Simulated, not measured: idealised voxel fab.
The following process module bears the name voxel local oxidation.
Xsec cut, 210 nm wide, square cell size 5 nm.
A cross-section is written here as square cells arranged in a grid, and it is given in bands from the top down, each band taking up one or more rows of cells. This entry defines a band. It first specifies the height of the band's top and the height of its bottom in nm, and then specifies the band's materials from left to right, stating each material with its width in nm. The word "all across" identifies a single material that fills the band from edge to edge, while the word "empty" identifies empty space. Heads up on the height convention: 0 is the point under which the incoming wafer is all one material, and the lowest band has no bottom, it just keeps going down, like "0 and below". You'd read "30 to 40" like this: the band's top row of cells is as wide as the first number, its bottom row is as wide as the second, and going down, every row changes width by the same amount as the row before did. Step note "no modification" = no cross-section cell changed. This entry, "Tabulated closed voids", enumerates those empty regions of no fewer than 8 cells that possess no open connection to the top. Each region is reported in the form width x height at distance, the distance being taken from the left edge, with all three quantities expressed in nm. If you see something after the settings on a step's line, that's the simulator's own remark about that step. overlay nm, on a step with a mask: how far to the right of its planned place the mask lay; to the left if negative.

**Process steps foreseen in the plan**
1) op RECEIVE | material Si
2) op OXIDIZE | depth nm 5
3) op CONFORMAL_DEP | material SiN | thk nm 15
4) op MASKED_ETCH | tone cover | mask id ACTIVE | width nm 110 | etch materials SiN | depth nm 15 | overlay nm 0
5) op SELECTIVE_ETCH | etch materials SiO2 | depth nm 5
6) op OXIDIZE | depth nm 15
7) op STRIP | etch materials SiN

**First of two wafers, processed according to plan**

**Cross-sectional view of the wafer in its as-received condition, corresponding to the state after step 1**
0 and below: Si all across
Tabulated closed voids: none

**So this is the wafer cross-section right after step 2**
0 down to -5: SiO2 all across
For the remainder of the cross-section, below -5, there is no change.

**So this is the wafer cross-section right after step 3**
15 down to 0: SiN all across
For the remainder of the cross-section, below 0, there is no change.

**So this is the wafer cross-section right after step 4**
15 down to 0: 50 empty / 110 SiN / 50 empty
For the remainder of the cross-section, below 0, there is no change.

**So this is the wafer cross-section right after step 5**
15 down to 0: 50 empty / 110 SiN / 50 empty
0 down to -5: 55 empty / 100 SiO2 / 55 empty
For the remainder of the cross-section, below -5, there is no change.

**So this is the wafer cross-section right after step 6**
15 down to 0: 50 empty / 110 SiN / 50 empty
0 down to -5: 55 empty / 100 SiO2 / 55 empty
-5 down to -20: 70 SiO2 / 70 Si / 70 SiO2
For the remainder of the cross-section, below -20, there is no change.

**So this is the wafer cross-section right after step 7**
0 down to -5: 55 empty / 100 SiO2 / 55 empty
For the remainder of the cross-section, below -5, there is no change.

**Here the second wafer is described. Its start and its plan were those of the first wafer. Its run contained one mistake. Up to and including step 6, it did exactly what the first wafer did**

Cross-section of the second wafer at the time step 7 of the plan should have ended: no modification
Error vs. plan: plan step 7: skipped, not run
At the finish, the second wafer shows more or fewer cells for some materials than the first does: SiN: 66 more
